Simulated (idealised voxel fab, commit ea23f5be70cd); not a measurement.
process module | voxel wiring stack
cross-section cut | 240 nm wide | cells 5 nm
A cross-section is a grid of square cells, given in bands from the top down. A band is one or more rows of cells.
Each band's line starts with the height of the band's top and of its bottom, in nm. Then come its materials from left to right, each with its width in nm. One material with "throughout" fills the band from edge to edge. "air" is empty space.
Height 0 is the level under which the wafer as received is all one material. The lowest band goes on downwards, as in "0 down".
A width such as "30 to 40" changes by the same amount from each row of cells to the next, from the band's top row to its bottom row.
"no change" after a step means that no cell of the cross-section changed.
closed voids: empty space of 8 cells or more with no open way to the top, each as width x height at its distance from the left edge, in nm
after a step's settings: what the simulator itself notes on the step
overlay nm, on a step with a mask: how far to the right of its planned place the mask lay; to the left if negative
plan
1 op RECEIVE | material Si
2 op CONFORMAL_DEP | material SiO2 | thk nm 10
3 op DIRECTIONAL_DEP | material TiN | thk nm 5
4 op DIRECTIONAL_DEP | material Ru | thk nm 15
5 op DIRECTIONAL_DEP | material aC | thk nm 10
6 op PATTERN | tone cover | mask id METAL_1 | material resist | width nm 20 | pitch nm 50 | thk nm 30 | overlay nm 0
7 op DIRECTIONAL_ETCH | etch materials aC | depth nm 10
8 op STRIP | etch materials resist
9 op DIRECTIONAL_ETCH | etch materials Ru | depth nm 15
10 op DIRECTIONAL_ETCH | etch materials TiN | depth nm 5
11 op STRIP | etch materials aC
12 op CONFORMAL_DEP | material SiN | thk nm 5
13 op FILL_DEP | material SiO2 | thk nm 10
14 op CMP | height nm 30
15 op CONFORMAL_DEP | material SiCN | thk nm 5
16 op DIRECTIONAL_DEP | material lowk | thk nm 10
17 op PATTERN | tone open | mask id PLUG_1 | material resist | width nm 15 | pitch nm 50 | thk nm 15 | overlay nm 0
18 op DIRECTIONAL_ETCH | etch materials lowk | depth nm 10
19 op DIRECTIONAL_ETCH | etch materials SiCN | depth nm 5
20 op STRIP | etch materials resist
21 op EPI | material Ru | thk nm 10
22 op EPI | material Ru | thk nm 5
23 op CONFORMAL_DEP | material SiN | thk nm 5
24 op DIRECTIONAL_DEP | material SiO2 | thk nm 20
25 op PATTERN | tone open | mask id METAL_2 | material resist | width nm 20 | pitch nm 50 | thk nm 15 | overlay nm 0
26 op DIRECTIONAL_ETCH | etch materials SiO2 | depth nm 20
27 op DIRECTIONAL_ETCH | etch materials SiN | depth nm 5
28 op STRIP | etch materials resist
29 op CONFORMAL_DEP | material TiN | thk nm 5
30 op FILL_DEP | material Cu | thk nm 5
31 op CMP | height nm 70
32 op EPI | material Ru | thk nm 5
33 op FILL_DEP | material SiCN | thk nm 5
34 op DIRECTIONAL_DEP | material SiO2 | thk nm 15
35 op MASKED_ETCH | tone open | mask id PLUG_2 | width nm 15 | pitch nm 50 | etch materials SiO2 | depth nm 15 | overlay nm 0
36 op MASKED_ETCH | tone open | mask id PLUG_2 | width nm 15 | pitch nm 50 | etch materials SiCN | depth nm 5 | overlay nm 0
37 op EPI | material Ru | thk nm 10
38 op EPI | material Ru | thk nm 10
39 op DIRECTIONAL_DEP | material TiN | thk nm 5
40 op DIRECTIONAL_DEP | material Ru | thk nm 25
41 op MASKED_ETCH | tone cover | mask id METAL_3 | width nm 20 | pitch nm 50 | etch materials Ru | depth nm 25 | overlay nm 0
42 op MASKED_ETCH | tone cover | mask id METAL_3 | width nm 20 | pitch nm 50 | etch materials TiN | depth nm 5 | overlay nm 0
43 op FILL_DEP | material lowk | thk nm 5
44 op CMP | height nm 125
45 op CONFORMAL_DEP | material SiN | thk nm 5
as received, after step 1
  0 down: Si throughout
  closed voids: none
first wafer at the end, as planned
  130 to 125: SiN throughout
  125 to 100: lowk 60 | Ru 20 | lowk 30 | Ru 20 | lowk 30 | Ru 20 | lowk 60
  100 to 95: lowk 60 | TiN 20 | lowk 30 | TiN 20 | lowk 30 | TiN 20 | lowk 60
  95 to 80: SiO2 60 | Ru 15 | SiO2 35 | Ru 15 | SiO2 35 | Ru 15 | SiO2 65
  80 to 70: SiCN 60 to 55 | Ru 15 to 30 | SiCN 35 to 20 | Ru 15 to 30 | SiCN 35 to 20 | Ru 15 to 30 | SiCN 65 to 55
  70 to 50: SiO2 60 | TiN 5 | Cu 10 | TiN 5 | SiO2 30 | TiN 5 | Cu 10 | TiN 5 | SiO2 30 | TiN 5 | Cu 10 | TiN 5 | SiO2 60
  50 to 45: SiN 60 | TiN 20 | SiN 30 | TiN 20 | SiN 30 | TiN 20 | SiN 60
  45 to 35: lowk 60 | Ru 15 | lowk 35 | Ru 15 | lowk 35 | Ru 15 | lowk 65
  35 to 30: SiCN 60 | Ru 15 | SiCN 35 | Ru 15 | SiCN 35 | Ru 15 | SiCN 65
  30 to 15: SiO2 55 | SiN 5 | Ru 20 | SiN 5 | SiO2 20 | SiN 5 | Ru 20 | SiN 5 | SiO2 20 | SiN 5 | Ru 20 | SiN 5 | SiO2 55
  15 to 10: SiN 60 | TiN 20 | SiN 30 | TiN 20 | SiN 30 | TiN 20 | SiN 60
  10 to 0: SiO2 throughout
  0 down: Si throughout
  closed voids: none
second wafer at the end: like start, like plan, one mistake
  130 to 125: SiN throughout
  125 to 100: lowk 65 | Ru 15 | lowk 35 | Ru 15 | lowk 35 | Ru 15 | lowk 60
  100 to 95: lowk 60 | TiN 20 | lowk 30 | TiN 20 | lowk 30 | TiN 20 | lowk 60
  95 to 80: SiO2 60 | Ru 15 | SiO2 35 | Ru 15 | SiO2 35 | Ru 15 | SiO2 65
  80 to 70: SiCN 60 to 55 | Ru 15 to 30 | SiCN 35 to 20 | Ru 15 to 30 | SiCN 35 to 20 | Ru 15 to 30 | SiCN 65 to 55
  70 to 50: SiO2 60 | TiN 5 | Cu 10 | TiN 5 | SiO2 30 | TiN 5 | Cu 10 | TiN 5 | SiO2 30 | TiN 5 | Cu 10 | TiN 5 | SiO2 60
  50 to 45: SiN 60 | TiN 20 | SiN 30 | TiN 20 | SiN 30 | TiN 20 | SiN 60
  45 to 35: lowk 60 | Ru 15 | lowk 35 | Ru 15 | lowk 35 | Ru 15 | lowk 65
  35 to 30: SiCN 60 | Ru 15 | SiCN 35 | Ru 15 | SiCN 35 | Ru 15 | SiCN 65
  30 to 15: SiO2 55 | SiN 5 | Ru 20 | SiN 5 | SiO2 20 | SiN 5 | Ru 20 | SiN 5 | SiO2 20 | SiN 5 | Ru 20 | SiN 5 | SiO2 55
  15 to 10: SiN 60 | TiN 20 | SiN 30 | TiN 20 | SiN 30 | TiN 20 | SiN 60
  10 to 0: SiO2 throughout
  0 down: Si throughout
  closed voids: none
what went wrong: step 41 ran as: op MASKED_ETCH | tone cover | mask id METAL_3 | width nm 15 | pitch nm 50 | etch materials Ru | depth nm 25 | overlay nm 0
at the end the second wafer has, in cells: 15 fewer of Ru | 15 more of lowk
